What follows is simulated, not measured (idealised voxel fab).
Presented below is a process module, voxel capacitor over wiring.
Section shown: cut. Width: 190 nm. Cell size: 5 nm, square.
Cross-section spec: square-cell grid; bands listed top down; each band is one or more rows. Top, bottom (nm), then materials left to right with widths (nm); lone material tagged "all across" fills the whole band edge to edge; "empty" = empty space. Heights are reckoned from 0. Under this level, the received wafer is all of one material. The bottommost band is open-ended downward, for example "0 down". Width: "30 to 40" (first number = top row, second number = bottom row, same change from row to row of cells). Step marked "nothing altered"? Then no cell in the cross-section changed in it. The label "Entrapped void list" introduces a list of the empty spaces, 8 cells or larger, that have no open way up to the top; each entry in it reads width x height at distance, where the distance is taken from the left edge and all three are stated in nm. Where a step's line continues beyond its settings, the continuation is a remark by the simulator itself on that step. "overlay nm" answers the question of how far to the right of plan the mask lay on a step that has a mask, and when it is negative the answer is to the left.
### Intended process steps
1: RECEIVE, material Si
2: CONFORMAL_DEP, material SiO2, thk nm 10
3: CONFORMAL_DEP, material SiCN, thk nm 5
4: DIRECTIONAL_DEP, material SiO2, thk nm 20
5: MASKED_ETCH, tone open, mask id METAL_1, width nm 25, pitch nm 75, etch materials SiO2, depth nm 20, overlay nm 0
6: MASKED_ETCH, tone open, mask id METAL_1, width nm 25, pitch nm 75, etch materials SiCN, depth nm 5, overlay nm 0
7: CONFORMAL_DEP, material TiN, thk nm 5
8: FILL_DEP, material Ru, thk nm 10
9: CMP, height nm 35
10: CONFORMAL_DEP, material SiCN, thk nm 5
11: DIRECTIONAL_DEP, material SiO2, thk nm 20
12: PATTERN, tone open, mask id PLUG_1, material resist, width nm 15, thk nm 15, overlay nm 0
13: DIRECTIONAL_ETCH, etch materials SiO2, depth nm 20
14: DIRECTIONAL_ETCH, etch materials SiCN, depth nm 5
15: STRIP, etch materials resist
16: EPI, material Ru, thk nm 10
17: EPI, material Ru, thk nm 10
18: EPI, material Ru, thk nm 5
19: DIRECTIONAL_DEP, material TiN, thk nm 5
20: DIRECTIONAL_DEP, material SiN, thk nm 5
21: DIRECTIONAL_DEP, material TiN, thk nm 10
22: DIRECTIONAL_DEP, material aC, thk nm 10
23: PATTERN, tone cover, mask id UPPER_PLATE, material resist, width nm 55, thk nm 30, overlay nm 0
24: DIRECTIONAL_ETCH, etch materials aC, depth nm 10
25: STRIP, etch materials resist
26: DIRECTIONAL_ETCH, etch materials TiN, depth nm 10
27: DIRECTIONAL_ETCH, etch materials SiN, depth nm 5
28: STRIP, etch materials aC
29: DIRECTIONAL_DEP, material aC, thk nm 10
30: PATTERN, tone cover, mask id LOWER_PLATE, material resist, width nm 65, thk nm 30, overlay nm 0
31: DIRECTIONAL_ETCH, etch materials aC, depth nm 10
32: STRIP, etch materials resist
33: DIRECTIONAL_ETCH, etch materials TiN, depth nm 5
34: STRIP, etch materials aC
35: FILL_DEP, material SiO2, thk nm 20
36: CMP, height nm 95
37: MASKED_ETCH, tone open, mask id PLUG_2, width nm 15, etch materials SiO2, depth nm 15, overlay nm 0
38: CONFORMAL_DEP, material TiN, thk nm 5
39: FILL_DEP, material Ru, thk nm 5
40: CMP, height nm 95
41: CONFORMAL_DEP, material SiN, thk nm 5
### First wafer out of two, processed as planned
### Cross-section, incoming material, after step 1
- 0 down | Si all across
- Entrapped void list: none
### The following cross-section depicts the wafer upon completion of step 2
- 10 to 0 | SiO2 all across
- Beneath the level 0, the cross-section is identical to its previous state.
### The following cross-section depicts the wafer upon completion of step 3
- 15 to 10 | SiCN all across
- Beneath the level 10, the cross-section is identical to its previous state.
### The following cross-section depicts the wafer upon completion of step 4
- 35 to 15 | SiO2 all across
- Beneath the level 15, the cross-section is identical to its previous state.
### The following cross-section depicts the wafer upon completion of step 5
- 35 to 15 | SiO2 45 nm | empty 25 nm | SiO2 50 nm | empty 25 nm | SiO2 45 nm
- Beneath the level 15, the cross-section is identical to its previous state.
### The following cross-section depicts the wafer upon completion of step 6
- 35 to 15 | SiO2 45 nm | empty 25 nm | SiO2 50 nm | empty 25 nm | SiO2 45 nm
- 15 to 10 | SiCN 45 nm | empty 25 nm | SiCN 50 nm | empty 25 nm | SiCN 45 nm
- Beneath the level 10, the cross-section is identical to its previous state.
### The following cross-section depicts the wafer upon completion of step 7
- 40 to 35 | TiN 50 nm | empty 15 nm | TiN 60 nm | empty 15 nm | TiN 50 nm
- 35 to 15 | SiO2 45 nm | TiN 5 nm | empty 15 nm | TiN 5 nm | SiO2 50 nm | TiN 5 nm | empty 15 nm | TiN 5 nm | SiO2 45 nm
- 15 to 10 | SiCN 45 nm | TiN 25 nm | SiCN 50 nm | TiN 25 nm | SiCN 45 nm
- Beneath the level 10, the cross-section is identical to its previous state.
### The following cross-section depicts the wafer upon completion of step 8
- 50 to 40 | Ru all across
- 40 to 35 | TiN 50 nm | Ru 15 nm | TiN 60 nm | Ru 15 nm | TiN 50 nm
- 35 to 15 | SiO2 45 nm | TiN 5 nm | Ru 15 nm | TiN 5 nm | SiO2 50 nm | TiN 5 nm | Ru 15 nm | TiN 5 nm | SiO2 45 nm
- Beneath the level 15, the cross-section is identical to its previous state.
### The following cross-section depicts the wafer upon completion of step 9
- 35 to 15 | SiO2 45 nm | TiN 5 nm | Ru 15 nm | TiN 5 nm | SiO2 50 nm | TiN 5 nm | Ru 15 nm | TiN 5 nm | SiO2 45 nm
- Beneath the level 15, the cross-section is identical to its previous state.
### The following cross-section depicts the wafer upon completion of step 10
- 40 to 35 | SiCN all across
- Beneath the level 35, the cross-section is identical to its previous state.
### The following cross-section depicts the wafer upon completion of step 11
- 60 to 40 | SiO2 all across
- Beneath the level 40, the cross-section is identical to its previous state.
### The following cross-section depicts the wafer upon completion of step 12
- 75 to 60 | resist 55 nm | empty 15 nm | resist 120 nm
- Beneath the level 60, the cross-section is identical to its previous state.
### The following cross-section depicts the wafer upon completion of step 13
- 75 to 60 | resist 55 nm | empty 15 nm | resist 120 nm
- 60 to 40 | SiO2 55 nm | empty 15 nm | SiO2 120 nm
- Beneath the level 40, the cross-section is identical to its previous state.
### The following cross-section depicts the wafer upon completion of step 14
- 75 to 60 | resist 55 nm | empty 15 nm | resist 120 nm
- 60 to 40 | SiO2 55 nm | empty 15 nm | SiO2 120 nm
- 40 to 35 | SiCN 55 nm | empty 15 nm | SiCN 120 nm
- Beneath the level 35, the cross-section is identical to its previous state.
### The following cross-section depicts the wafer upon completion of step 15
- 60 to 40 | SiO2 55 nm | empty 15 nm | SiO2 120 nm
- Beneath the level 40, the cross-section is identical to its previous state.
### The following cross-section depicts the wafer upon completion of step 16
- 60 to 45 | SiO2 55 nm | empty 15 nm | SiO2 120 nm
- 45 to 40 | SiO2 55 nm | Ru 15 nm | SiO2 120 nm
- 40 to 35 | SiCN 55 nm | Ru 15 nm | SiCN 120 nm
- Beneath the level 35, the cross-section is identical to its previous state.
### The following cross-section depicts the wafer upon completion of step 17
- 60 to 55 | SiO2 55 nm | empty 15 nm | SiO2 120 nm
- 55 to 40 | SiO2 55 nm | Ru 15 nm | SiO2 120 nm
- Beneath the level 40, the cross-section is identical to its previous state.
### The following cross-section depicts the wafer upon completion of step 18
- 60 to 40 | SiO2 55 nm | Ru 15 nm | SiO2 120 nm
- Beneath the level 40, the cross-section is identical to its previous state.
### The following cross-section depicts the wafer upon completion of step 19
- 65 to 60 | TiN all across
- Beneath the level 60, the cross-section is identical to its previous state.
### The following cross-section depicts the wafer upon completion of step 20
- 70 to 65 | SiN all across
- Beneath the level 65, the cross-section is identical to its previous state.
### The following cross-section depicts the wafer upon completion of step 21
- 80 to 70 | TiN all across
- Beneath the level 70, the cross-section is identical to its previous state.
### The following cross-section depicts the wafer upon completion of step 22
- 90 to 80 | aC all across
- Beneath the level 80, the cross-section is identical to its previous state.
### The following cross-section depicts the wafer upon completion of step 23
- 120 to 90 | empty 55 nm | resist 55 nm | empty 80 nm
- Beneath the level 90, the cross-section is identical to its previous state.
### The following cross-section depicts the wafer upon completion of step 24
- 110 to 90 | empty 55 nm | resist 55 nm | empty 80 nm
- 90 to 80 | empty 55 nm | aC 55 nm | empty 80 nm
- Beneath the level 80, the cross-section is identical to its previous state.
### The following cross-section depicts the wafer upon completion of step 25
- 90 to 80 | empty 55 nm | aC 55 nm | empty 80 nm
- Beneath the level 80, the cross-section is identical to its previous state.
### The following cross-section depicts the wafer upon completion of step 26
- 90 to 80 | empty 55 nm | aC 55 nm | empty 80 nm
- 80 to 70 | empty 55 nm | TiN 55 nm | empty 80 nm
- Beneath the level 70, the cross-section is identical to its previous state.
### The following cross-section depicts the wafer upon completion of step 27
- 90 to 80 | empty 55 nm | aC 55 nm | empty 80 nm
- 80 to 70 | empty 55 nm | TiN 55 nm | empty 80 nm
- 70 to 65 | empty 55 nm | SiN 55 nm | empty 80 nm
- Beneath the level 65, the cross-section is identical to its previous state.
### The following cross-section depicts the wafer upon completion of step 28
- 80 to 70 | empty 55 nm | TiN 55 nm | empty 80 nm
- Beneath the level 70, the cross-section is identical to its previous state.
### The following cross-section depicts the wafer upon completion of step 29
- 90 to 80 | empty 55 nm | aC 55 nm | empty 80 nm
- 80 to 75 | empty 55 nm | TiN 55 nm | empty 80 nm
- 75 to 70 | aC 55 nm | TiN 55 nm | aC 80 nm
- 70 to 65 | aC 55 nm | SiN 55 nm | aC 80 nm
- Beneath the level 65, the cross-section is identical to its previous state.
### The following cross-section depicts the wafer upon completion of step 30
- 120 to 90 | empty 50 nm | resist 65 nm | empty 75 nm
- 90 to 80 | empty 50 nm | resist 5 nm | aC 55 nm | resist 5 nm | empty 75 nm
- 80 to 75 | empty 50 nm | resist 5 nm | TiN 55 nm | resist 5 nm | empty 75 nm
- Beneath the level 75, the cross-section is identical to its previous state.
### The following cross-section depicts the wafer upon completion of step 31
- 110 to 90 | empty 50 nm | resist 65 nm | empty 75 nm
- 90 to 80 | empty 50 nm | resist 5 nm | aC 55 nm | resist 5 nm | empty 75 nm
- 80 to 75 | empty 50 nm | resist 5 nm | TiN 55 nm | resist 5 nm | empty 75 nm
- 75 to 70 | empty 50 nm | aC 5 nm | TiN 55 nm | aC 5 nm | empty 75 nm
- 70 to 65 | empty 50 nm | aC 5 nm | SiN 55 nm | aC 5 nm | empty 75 nm
- Beneath the level 65, the cross-section is identical to its previous state.
### The following cross-section depicts the wafer upon completion of step 32
- 90 to 80 | empty 55 nm | aC 55 nm | empty 80 nm
- 80 to 75 | empty 55 nm | TiN 55 nm | empty 80 nm
- Beneath the level 75, the cross-section is identical to its previous state.
### The following cross-section depicts the wafer upon completion of step 33
- 90 to 80 | empty 55 nm | aC 55 nm | empty 80 nm
- 80 to 75 | empty 55 nm | TiN 55 nm | empty 80 nm
- 75 to 70 | empty 50 nm | aC 5 nm | TiN 55 nm | aC 5 nm | empty 75 nm
- 70 to 65 | empty 50 nm | aC 5 nm | SiN 55 nm | aC 5 nm | empty 75 nm
- 65 to 60 | empty 50 nm | TiN 65 nm | empty 75 nm
- Beneath the level 60, the cross-section is identical to its previous state.
### The following cross-section depicts the wafer upon completion of step 34
- 80 to 70 | empty 55 nm | TiN 55 nm | empty 80 nm
- 70 to 65 | empty 55 nm | SiN 55 nm | empty 80 nm
- Beneath the level 65, the cross-section is identical to its previous state.
### The following cross-section depicts the wafer upon completion of step 35
- 100 to 80 | SiO2 all across
- 80 to 70 | SiO2 55 nm | TiN 55 nm | SiO2 80 nm
- 70 to 65 | SiO2 55 nm | SiN 55 nm | SiO2 80 nm
- 65 to 60 | SiO2 50 nm | TiN 65 nm | SiO2 75 nm
- Beneath the level 60, the cross-section is identical to its previous state.
### The following cross-section depicts the wafer upon completion of step 36
- 95 to 80 | SiO2 all across
- Beneath the level 80, the cross-section is identical to its previous state.
### The following cross-section depicts the wafer upon completion of step 37
- 95 to 80 | SiO2 65 nm | empty 15 nm | SiO2 110 nm
- Beneath the level 80, the cross-section is identical to its previous state.
### The following cross-section depicts the wafer upon completion of step 38
- 100 to 95 | TiN 70 nm | empty 5 nm | TiN 115 nm
- 95 to 85 | SiO2 65 nm | TiN 5 nm | empty 5 nm | TiN 5 nm | SiO2 110 nm
- 85 to 80 | SiO2 65 nm | TiN 15 nm | SiO2 110 nm
- Beneath the level 80, the cross-section is identical to its previous state.
### The following cross-section depicts the wafer upon completion of step 39
- 105 to 100 | Ru all across
- 100 to 95 | TiN 70 nm | Ru 5 nm | TiN 115 nm
- 95 to 85 | SiO2 65 nm | TiN 5 nm | Ru 5 nm | TiN 5 nm | SiO2 110 nm
- Beneath the level 85, the cross-section is identical to its previous state.
### The following cross-section depicts the wafer upon completion of step 40
- 95 to 85 | SiO2 65 nm | TiN 5 nm | Ru 5 nm | TiN 5 nm | SiO2 110 nm
- Beneath the level 85, the cross-section is identical to its previous state.
### The following cross-section depicts the wafer upon completion of step 41
- 100 to 95 | SiN all across
- Beneath the level 95, the cross-section is identical to its previous state.
### Second wafer, same starting conditions and recipe as the first, one mistake in executing it, nothing differs from the first up to and including step 12
### Cross-section of the second wafer at the time by which step 13 should have been completed according to the plan
- 75 to 60 | resist 55 nm | empty 15 nm | resist 120 nm
- 60 to 50 | SiO2 55 nm | empty 15 nm | SiO2 120 nm
- Beneath the level 50, the cross-section is identical to its previous state.
Cross-section of the second wafer at the time by which step 14 should have been completed according to the plan: nothing altered
### Cross-section of the second wafer at the time by which step 15 should have been completed according to the plan
- 60 to 50 | SiO2 55 nm | empty 15 nm | SiO2 120 nm
- Beneath the level 50, the cross-section is identical to its previous state.
Cross-section of the second wafer at the time by which step 16 should have been completed according to the plan: nothing altered
Cross-section of the second wafer at the time by which step 17 should have been completed according to the plan: nothing altered
Cross-section of the second wafer at the time by which step 18 should have been completed according to the plan: nothing altered
### Cross-section of the second wafer at the time by which step 19 should have been completed according to the plan
- 65 to 60 | TiN 55 nm | empty 15 nm | TiN 120 nm
- 60 to 55 | SiO2 55 nm | empty 15 nm | SiO2 120 nm
- 55 to 50 | SiO2 55 nm | TiN 15 nm | SiO2 120 nm
- Beneath the level 50, the cross-section is identical to its previous state.
### Cross-section of the second wafer at the time by which step 20 should have been completed according to the plan
- 70 to 65 | SiN 55 nm | empty 15 nm | SiN 120 nm
- 65 to 60 | TiN 55 nm | empty 15 nm | TiN 120 nm
- 60 to 55 | SiO2 55 nm | SiN 15 nm | SiO2 120 nm
- Beneath the level 55, the cross-section is identical to its previous state.
### Cross-section of the second wafer at the time by which step 21 should have been completed according to the plan
- 80 to 70 | TiN 55 nm | empty 15 nm | TiN 120 nm
- 70 to 65 | SiN 55 nm | TiN 15 nm | SiN 120 nm
- 65 to 60 | TiN all across
- Beneath the level 60, the cross-section is identical to its previous state.
### Cross-section of the second wafer at the time by which step 22 should have been completed according to the plan
- 90 to 80 | aC 55 nm | empty 15 nm | aC 120 nm
- 80 to 70 | TiN 55 nm | aC 15 nm | TiN 120 nm
- Beneath the level 70, the cross-section is identical to its previous state.
### Cross-section of the second wafer at the time by which step 23 should have been completed according to the plan
- 120 to 90 | empty 55 nm | resist 55 nm | empty 80 nm
- 90 to 80 | aC 55 nm | resist 15 nm | aC 120 nm
- Beneath the level 80, the cross-section is identical to its previous state.
### Cross-section of the second wafer at the time by which step 24 should have been completed according to the plan
- 110 to 90 | empty 55 nm | resist 55 nm | empty 80 nm
- 90 to 80 | empty 55 nm | resist 15 nm | aC 40 nm | empty 80 nm
- Beneath the level 80, the cross-section is identical to its previous state.
### Cross-section of the second wafer at the time by which step 25 should have been completed according to the plan
- 90 to 80 | empty 70 nm | aC 40 nm | empty 80 nm
- Beneath the level 80, the cross-section is identical to its previous state.
### Cross-section of the second wafer at the time by which step 26 should have been completed according to the plan
- 90 to 80 | empty 70 nm | aC 40 nm | empty 80 nm
- 80 to 70 | empty 55 nm | aC 15 nm | TiN 40 nm | empty 80 nm
- Beneath the level 70, the cross-section is identical to its previous state.
### Cross-section of the second wafer at the time by which step 27 should have been completed according to the plan
- 90 to 80 | empty 70 nm | aC 40 nm | empty 80 nm
- 80 to 70 | empty 55 nm | aC 15 nm | TiN 40 nm | empty 80 nm
- 70 to 65 | empty 55 nm | TiN 15 nm | SiN 40 nm | empty 80 nm
- Beneath the level 65, the cross-section is identical to its previous state.
### Cross-section of the second wafer at the time by which step 28 should have been completed according to the plan
- 80 to 70 | empty 70 nm | TiN 40 nm | empty 80 nm
- Beneath the level 70, the cross-section is identical to its previous state.
### Cross-section of the second wafer at the time by which step 29 should have been completed according to the plan
- 90 to 80 | empty 70 nm | aC 40 nm | empty 80 nm
- 80 to 75 | empty 55 nm | aC 15 nm | TiN 40 nm | empty 80 nm
- 75 to 70 | aC 70 nm | TiN 40 nm | aC 80 nm
- 70 to 65 | aC 55 nm | TiN 15 nm | SiN 40 nm | aC 80 nm
- Beneath the level 65, the cross-section is identical to its previous state.
### Cross-section of the second wafer at the time by which step 30 should have been completed according to the plan
- 120 to 90 | empty 50 nm | resist 65 nm | empty 75 nm
- 90 to 80 | empty 50 nm | resist 20 nm | aC 40 nm | resist 5 nm | empty 75 nm
- 80 to 75 | empty 50 nm | resist 5 nm | aC 15 nm | TiN 40 nm | resist 5 nm | empty 75 nm
- Beneath the level 75, the cross-section is identical to its previous state.
### Cross-section of the second wafer at the time by which step 31 should have been completed according to the plan
- 110 to 90 | empty 50 nm | resist 65 nm | empty 75 nm
- 90 to 80 | empty 50 nm | resist 20 nm | aC 40 nm | resist 5 nm | empty 75 nm
- 80 to 75 | empty 50 nm | resist 5 nm | aC 15 nm | TiN 40 nm | resist 5 nm | empty 75 nm
- 75 to 70 | empty 50 nm | aC 20 nm | TiN 40 nm | aC 5 nm | empty 75 nm
- 70 to 65 | empty 50 nm | aC 5 nm | TiN 15 nm | SiN 40 nm | aC 5 nm | empty 75 nm
- Beneath the level 65, the cross-section is identical to its previous state.
### Cross-section of the second wafer at the time by which step 32 should have been completed according to the plan
- 90 to 80 | empty 70 nm | aC 40 nm | empty 80 nm
- 80 to 75 | empty 55 nm | aC 15 nm | TiN 40 nm | empty 80 nm
- Beneath the level 75, the cross-section is identical to its previous state.
### Cross-section of the second wafer at the time by which step 33 should have been completed according to the plan
- 90 to 80 | empty 70 nm | aC 40 nm | empty 80 nm
- 80 to 75 | empty 55 nm | aC 15 nm | TiN 40 nm | empty 80 nm
- 75 to 70 | empty 50 nm | aC 20 nm | TiN 40 nm | aC 5 nm | empty 75 nm
- 70 to 65 | empty 50 nm | aC 5 nm | TiN 15 nm | SiN 40 nm | aC 5 nm | empty 75 nm
- 65 to 60 | empty 50 nm | TiN 65 nm | empty 75 nm
- Beneath the level 60, the cross-section is identical to its previous state.
### Cross-section of the second wafer at the time by which step 34 should have been completed according to the plan
- 80 to 70 | empty 70 nm | TiN 40 nm | empty 80 nm
- 70 to 65 | empty 55 nm | TiN 15 nm | SiN 40 nm | empty 80 nm
- Beneath the level 65, the cross-section is identical to its previous state.
### Cross-section of the second wafer at the time by which step 35 should have been completed according to the plan
- 100 to 80 | SiO2 all across
- 80 to 70 | SiO2 70 nm | TiN 40 nm | SiO2 80 nm
- 70 to 65 | SiO2 55 nm | TiN 15 nm | SiN 40 nm | SiO2 80 nm
- 65 to 60 | SiO2 50 nm | TiN 65 nm | SiO2 75 nm
- Beneath the level 60, the cross-section is identical to its previous state.
### Cross-section of the second wafer at the time by which step 36 should have been completed according to the plan
- 95 to 80 | SiO2 all across
- Beneath the level 80, the cross-section is identical to its previous state.
### Cross-section of the second wafer at the time by which step 37 should have been completed according to the plan
- 95 to 80 | SiO2 65 nm | empty 15 nm | SiO2 110 nm
- Beneath the level 80, the cross-section is identical to its previous state.
### Cross-section of the second wafer at the time by which step 38 should have been completed according to the plan
- 100 to 95 | TiN 70 nm | empty 5 nm | TiN 115 nm
- 95 to 85 | SiO2 65 nm | TiN 5 nm | empty 5 nm | TiN 5 nm | SiO2 110 nm
- 85 to 80 | SiO2 65 nm | TiN 15 nm | SiO2 110 nm
- Beneath the level 80, the cross-section is identical to its previous state.
### Cross-section of the second wafer at the time by which step 39 should have been completed according to the plan
- 105 to 100 | Ru all across
- 100 to 95 | TiN 70 nm | Ru 5 nm | TiN 115 nm
- 95 to 85 | SiO2 65 nm | TiN 5 nm | Ru 5 nm | TiN 5 nm | SiO2 110 nm
- Beneath the level 85, the cross-section is identical to its previous state.
### Cross-section of the second wafer at the time by which step 40 should have been completed according to the plan
- 95 to 85 | SiO2 65 nm | TiN 5 nm | Ru 5 nm | TiN 5 nm | SiO2 110 nm
- Beneath the level 85, the cross-section is identical to its previous state.
### Cross-section of the second wafer at the time by which step 41 should have been completed according to the plan
- 100 to 95 | SiN all across
- Beneath the level 95, the cross-section is identical to its previous state.
Heads up, the wafer didn't run the way we planned it: step 13: run off-plan, actual operation and settings DIRECTIONAL_ETCH, etch materials SiO2, depth nm 10
Looking at both finished wafers in cells, the second ends up ahead of or behind the first on some materials: 15 fewer of Ru, 3 more of SiCN, 12 more of SiO2
